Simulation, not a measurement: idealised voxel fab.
process module | voxel transistor to metal
cross-section cut | 150 nm wide | cells 5 nm
A cross-section is a grid of square cells, given in bands from the top down. A band is one or more rows of cells.
Each band's line starts with the height of the band's top and of its bottom, in nm. Then come its materials from left to right, each with its width in nm. One material with "throughout" fills the band from edge to edge. "air" is empty space.
Height 0 is the level under which the wafer as received is all one material. The lowest band goes on downwards, as in "0 down".
A width such as "30 to 40" changes by the same amount from each row of cells to the next, from the band's top row to its bottom row.
"no change" after a step means that no cell of the cross-section changed.
closed voids: empty space of 8 cells or more with no open way to the top, each as width x height at its distance from the left edge, in nm
after a step's settings: what the simulator itself notes on the step
overlay nm, on a step with a mask: how far to the right of its planned place the mask lay; to the left if negative
plan
1 op RECEIVE | material Si
2 op OXIDIZE | depth nm 5
3 op CONFORMAL_DEP | material SiN | thk nm 10
4 op PATTERN | tone cover | mask id ACTIVE | material resist | width nm 95 | thk nm 20 | overlay nm 0
5 op DIRECTIONAL_ETCH | etch materials SiN | depth nm 10
6 op DIRECTIONAL_ETCH | etch materials SiO2 | depth nm 5
7 op DIRECTIONAL_ETCH | etch materials Si | depth nm 35
8 op STRIP | etch materials resist
9 op FILL_DEP | material SiO2 | thk nm 5
10 op CMP | height nm 10
11 op SELECTIVE_ETCH | etch materials SiO2 | depth nm 10
12 op STRIP | etch materials SiN
13 op SELECTIVE_ETCH | etch materials SiO2 | depth nm 5
14 op OXIDIZE | depth nm 5
15 op DIRECTIONAL_DEP | material polySi | thk nm 30
16 op DIRECTIONAL_DEP | material SiCN | thk nm 10
17 op MASKED_ETCH | tone cover | mask id GATE | width nm 25 | etch materials SiCN | depth nm 20 | overlay nm 0
18 op MASKED_ETCH | tone cover | mask id GATE | width nm 25 | etch materials polySi | depth nm 40 | overlay nm 0
19 op CONFORMAL_DEP | material SiO2 | thk nm 5
20 op DIRECTIONAL_ETCH | etch materials SiO2 | depth nm 5
21 op CONFORMAL_DEP | material SiN | thk nm 5
22 op DIRECTIONAL_ETCH | etch materials SiN | depth nm 5
23 op DIRECTIONAL_ETCH | etch materials SiO2 | depth nm 5
24 op DIRECTIONAL_ETCH | etch materials Si | depth nm 5
25 op EPI | material SiGe | thk nm 10
26 op FILL_DEP | material SiO2 | thk nm 10
27 op CMP | height nm 25
28 op STRIP | etch materials polySi
29 op SELECTIVE_ETCH | etch materials SiO2 | depth nm 5
30 op CONFORMAL_DEP | material HfO2 | thk nm 5
31 op CONFORMAL_DEP | material TiN | thk nm 5
32 op FILL_DEP | material W | thk nm 10
33 op CMP | height nm 20
34 op DIRECTIONAL_DEP | material SiO2 | thk nm 15
35 op MASKED_ETCH | tone open | mask id CONTACT | width nm 15 | pitch nm 70 | etch materials SiO2 | depth nm 40 | overlay nm 0
36 op CONFORMAL_DEP | material TiN | thk nm 5
37 op FILL_DEP | material Ru | thk nm 10
38 op CMP | height nm 35
39 op CONFORMAL_DEP | material SiCN | thk nm 5
40 op DIRECTIONAL_DEP | material SiO2 | thk nm 20
41 op PATTERN | tone open | mask id METAL_1 | material resist | width nm 15 | pitch nm 70 | thk nm 15 | overlay nm 0
42 op DIRECTIONAL_ETCH | etch materials SiO2 | depth nm 20
43 op DIRECTIONAL_ETCH | etch materials SiCN | depth nm 5
44 op STRIP | etch materials resist
45 op CONFORMAL_DEP | material TiN | thk nm 5
46 op FILL_DEP | material Cu | thk nm 10
47 op CMP | height nm 60
48 op CONFORMAL_DEP | material SiN | thk nm 5
as received, after step 1
  0 down: Si throughout
  closed voids: none
a wafer at the end: this start, this plan, one mistake
  65 to 60: SiN throughout
  60 to 40: SiO2 30 | TiN 5 | Cu 5 | TiN 5 | SiO2 55 | TiN 5 | Cu 5 | TiN 5 | SiO2 35
  40 to 35: SiCN 30 | TiN 15 | SiCN 55 | TiN 15 | SiCN 35
  35 to 20: SiO2 30 | TiN 5 | Ru 5 | TiN 5 | SiO2 55 | TiN 5 | Ru 5 | TiN 5 | SiO2 35
  20 to 15: SiO2 30 | TiN 5 | Ru 5 | TiN 5 | SiO2 5 | SiN 5 | HfO2 5 | TiN 5 | W 15 | TiN 5 | HfO2 5 | SiN 5 | SiO2 5 | TiN 5 | Ru 5 | TiN 5 | SiO2 35
  15 to 10: SiO2 30 | TiN 15 | SiO2 5 | SiN 5 | HfO2 5 | TiN 5 | W 15 | TiN 5 | HfO2 5 | SiN 5 | SiO2 5 | TiN 15 | SiO2 35
  10 to 0: SiO2 50 | SiN 5 | HfO2 5 | TiN 5 | W 15 | TiN 5 | HfO2 5 | SiN 5 | SiO2 55
  0 to -5: SiO2 40 | SiGe 10 | SiN 5 | HfO2 5 | TiN 25 | HfO2 5 | SiN 5 | SiGe 10 | SiO2 45
  -5 to -10: SiO2 20 | SiGe 30 | SiO2 5 | HfO2 35 | SiO2 5 | SiGe 30 | SiO2 25
  -10 to -15: SiO2 25 | SiGe 25 | Si 45 | SiGe 25 | SiO2 30
  -15 to -40: SiO2 25 | Si 95 | SiO2 30
  -40 down: Si throughout
  closed voids: none
what went wrong: step 34 was run twice
